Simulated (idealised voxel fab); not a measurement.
Process module under the name voxel air gaps
In the cross-section labelled cut, the width is 290 nm and each square cell is 5 nm.
Think of the cross-section as a grid of square cells. We describe it in bands, top to bottom, and each band covers one or more rows of those cells. The band entry comprises the height of the band's top followed by the height of its bottom, expressed in nm, and subsequently the band's materials from left to right, each stated together with its width in nm. Where a single material is marked with the word "all across", that material fills the band from edge to edge. The word "blank" represents empty space. For the purposes of this specification, 0 denotes the height below which the wafer in its as-received condition is composed wholly of one material, and the lowermost band, lacking a lower limit, extends downward without end, as expressed in "from 0 down". So if you see something like "30 to 40" for the width, read it as the top row of the band sitting at the first number and the bottom row at the second, with every row in between moving by the same amount as the last. "no change occurred" for a step: no cell of the cross-section changed in that step. "Trapped void list": sealed empty spaces, 8 cells or more, no open way to top, listed width x height at distance, with distance from the left edge and width, height and distance in nm. Past the settings on a step's line: simulator remark, on that step. overlay nm: where the mask lay relative to plan, measured to the right, on steps with a mask; negatives go left.

Planned step list for the process
1,RECEIVE with material Si
2,CONFORMAL_DEP with material SiO2, thk nm 10
3,CONFORMAL_DEP with material SiCN, thk nm 5
4,DIRECTIONAL_DEP with material lowk, thk nm 40
5,PATTERN with tone open, mask id LINES, material resist, width nm 15, pitch nm 40, thk nm 15, overlay nm 0
6,DIRECTIONAL_ETCH with etch materials lowk, depth nm 40
7,STRIP with etch materials resist
8,CONFORMAL_DEP with material TiN, thk nm 5
9,FILL_DEP with material Ru, thk nm 10
10,CMP with height nm 55
11,EPI with material Ru, thk nm 10
12,SELECTIVE_ETCH with etch materials lowk, depth nm 50
13,CONFORMAL_DEP with material SiCN, thk nm 5

Concerning the first of two wafers, which was run in accordance with the plan

Cross-section of the wafer upon arrival, representing the state reached after step 1
	from 0 down = Si all across
	Trapped void list: none

Cross-sectional representation of the wafer at the conclusion of step 2
	from 10 to 0 = SiO2 all across
	Heights below 0 show no change.

Cross-sectional representation of the wafer at the conclusion of step 3
	from 15 to 10 = SiCN all across
	Heights below 10 show no change.

Cross-sectional representation of the wafer at the conclusion of step 4
	from 55 to 15 = lowk all across
	Heights below 15 show no change.

Cross-sectional representation of the wafer at the conclusion of step 5
	from 70 to 55 = resist: 95 / blank: 15 / resist: 25 / blank: 15 / resist: 25 / blank: 15 / resist: 100
	Heights below 55 show no change.

Cross-sectional representation of the wafer at the conclusion of step 6
	from 70 to 55 = resist: 95 / blank: 15 / resist: 25 / blank: 15 / resist: 25 / blank: 15 / resist: 100
	from 55 to 15 = lowk: 95 / blank: 15 / lowk: 25 / blank: 15 / lowk: 25 / blank: 15 / lowk: 100
	Heights below 15 show no change.

Cross-sectional representation of the wafer at the conclusion of step 7
	from 55 to 15 = lowk: 95 / blank: 15 / lowk: 25 / blank: 15 / lowk: 25 / blank: 15 / lowk: 100
	Heights below 15 show no change.

Cross-sectional representation of the wafer at the conclusion of step 8
	from 60 to 55 = TiN: 100 / blank: 5 / TiN: 35 / blank: 5 / TiN: 35 / blank: 5 / TiN: 105
	from 55 to 20 = lowk: 95 / TiN: 5 / blank: 5 / TiN: 5 / lowk: 25 / TiN: 5 / blank: 5 / TiN: 5 / lowk: 25 / TiN: 5 / blank: 5 / TiN: 5 / lowk: 100
	from 20 to 15 = lowk: 95 / TiN: 15 / lowk: 25 / TiN: 15 / lowk: 25 / TiN: 15 / lowk: 100
	Heights below 15 show no change.

Cross-sectional representation of the wafer at the conclusion of step 9
	from 70 to 60 = Ru all across
	from 60 to 55 = TiN: 100 / Ru: 5 / TiN: 35 / Ru: 5 / TiN: 35 / Ru: 5 / TiN: 105
	from 55 to 20 = lowk: 95 / TiN: 5 / Ru: 5 / TiN: 5 / lowk: 25 / TiN: 5 / Ru: 5 / TiN: 5 / lowk: 25 / TiN: 5 / Ru: 5 / TiN: 5 / lowk: 100
	Heights below 20 show no change.

Cross-sectional representation of the wafer at the conclusion of step 10
	from 55 to 20 = lowk: 95 / TiN: 5 / Ru: 5 / TiN: 5 / lowk: 25 / TiN: 5 / Ru: 5 / TiN: 5 / lowk: 25 / TiN: 5 / Ru: 5 / TiN: 5 / lowk: 100
	Heights below 20 show no change.

Cross-sectional representation of the wafer at the conclusion of step 11
	from 65 to 55 = blank: 85 / Ru: 35 / blank: 5 / Ru: 35 / blank: 5 / Ru: 35 / blank: 90
	Heights below 55 show no change.

Cross-sectional representation of the wafer at the conclusion of step 12
	from 65 to 55 = blank: 85 / Ru: 35 / blank: 5 / Ru: 35 / blank: 5 / Ru: 35 / blank: 90
	from 55 to 20 = blank: 95 / TiN: 5 / Ru: 5 / TiN: 5 / blank: 25 / TiN: 5 / Ru: 5 / TiN: 5 / blank: 25 / TiN: 5 / Ru: 5 / TiN: 5 / blank: 100
	from 20 to 15 = blank: 95 / TiN: 15 / blank: 25 / TiN: 15 / blank: 25 / TiN: 15 / blank: 100
	Heights below 15 show no change.

Cross-sectional representation of the wafer at the conclusion of step 13
	from 70 to 65 = blank: 80 / SiCN: 125 / blank: 85
	from 65 to 55 = blank: 80 / SiCN: 5 / Ru: 35 / SiCN: 5 / Ru: 35 / SiCN: 5 / Ru: 35 / SiCN: 5 / blank: 85
	from 55 to 50 = blank: 80 / SiCN: 15 / TiN: 5 / Ru: 5 / TiN: 5 / SiCN: 25 / TiN: 5 / Ru: 5 / TiN: 5 / SiCN: 25 / TiN: 5 / Ru: 5 / TiN: 5 / SiCN: 15 / blank: 85
	from 50 to 20 = blank: 90 / SiCN: 5 / TiN: 5 / Ru: 5 / TiN: 5 / SiCN: 5 / blank: 15 / SiCN: 5 / TiN: 5 / Ru: 5 / TiN: 5 / SiCN: 5 / blank: 15 / SiCN: 5 / TiN: 5 / Ru: 5 / TiN: 5 / SiCN: 5 / blank: 95
	from 20 to 15 = SiCN: 95 / TiN: 15 / SiCN: 25 / TiN: 15 / SiCN: 25 / TiN: 15 / SiCN: 100
	Heights below 15 show no change.
	Trapped void list: 15 x 30 at 115; 15 x 30 at 155

Wafer two: like wafer one in start and plan, but with one mistake in execution; identical up to and including step 1

Planned end of step 2: second wafer, cross-section: no change occurred

Planned end of step 3: second wafer, cross-section
	from 5 to 0 = SiCN all across
	Heights below 0 show no change.

Planned end of step 4: second wafer, cross-section
	from 45 to 5 = lowk all across
	Heights below 5 show no change.

Planned end of step 5: second wafer, cross-section
	from 60 to 45 = resist: 95 / blank: 15 / resist: 25 / blank: 15 / resist: 25 / blank: 15 / resist: 100
	Heights below 45 show no change.

Planned end of step 6: second wafer, cross-section
	from 60 to 45 = resist: 95 / blank: 15 / resist: 25 / blank: 15 / resist: 25 / blank: 15 / resist: 100
	from 45 to 5 = lowk: 95 / blank: 15 / lowk: 25 / blank: 15 / lowk: 25 / blank: 15 / lowk: 100
	Heights below 5 show no change.

Planned end of step 7: second wafer, cross-section
	from 45 to 5 = lowk: 95 / blank: 15 / lowk: 25 / blank: 15 / lowk: 25 / blank: 15 / lowk: 100
	Heights below 5 show no change.

Planned end of step 8: second wafer, cross-section
	from 50 to 45 = TiN: 100 / blank: 5 / TiN: 35 / blank: 5 / TiN: 35 / blank: 5 / TiN: 105
	from 45 to 10 = lowk: 95 / TiN: 5 / blank: 5 / TiN: 5 / lowk: 25 / TiN: 5 / blank: 5 / TiN: 5 / lowk: 25 / TiN: 5 / blank: 5 / TiN: 5 / lowk: 100
	from 10 to 5 = lowk: 95 / TiN: 15 / lowk: 25 / TiN: 15 / lowk: 25 / TiN: 15 / lowk: 100
	Heights below 5 show no change.

Planned end of step 9: second wafer, cross-section
	from 60 to 50 = Ru all across
	from 50 to 45 = TiN: 100 / Ru: 5 / TiN: 35 / Ru: 5 / TiN: 35 / Ru: 5 / TiN: 105
	from 45 to 10 = lowk: 95 / TiN: 5 / Ru: 5 / TiN: 5 / lowk: 25 / TiN: 5 / Ru: 5 / TiN: 5 / lowk: 25 / TiN: 5 / Ru: 5 / TiN: 5 / lowk: 100
	Heights below 10 show no change.

Planned end of step 10: second wafer, cross-section
	from 55 to 50 = Ru all across
	Heights below 50 show no change.

Planned end of step 11: second wafer, cross-section
	from 65 to 50 = Ru all across
	Heights below 50 show no change.

Planned end of step 12: second wafer, cross-section: no change occurred

Planned end of step 13: second wafer, cross-section
	from 70 to 65 = SiCN all across
	Heights below 65 show no change.
Run error: plan step 2 was not performed, having been skipped
Cell-count delta at end, second wafer over first, by material: Ru: 135 more, SiCN: 76 fewer, SiO2: 116 fewer, TiN: 55 more, lowk: 392 more
First wafer closed voids (final) = 2; second wafer closed voids (final) = 0.
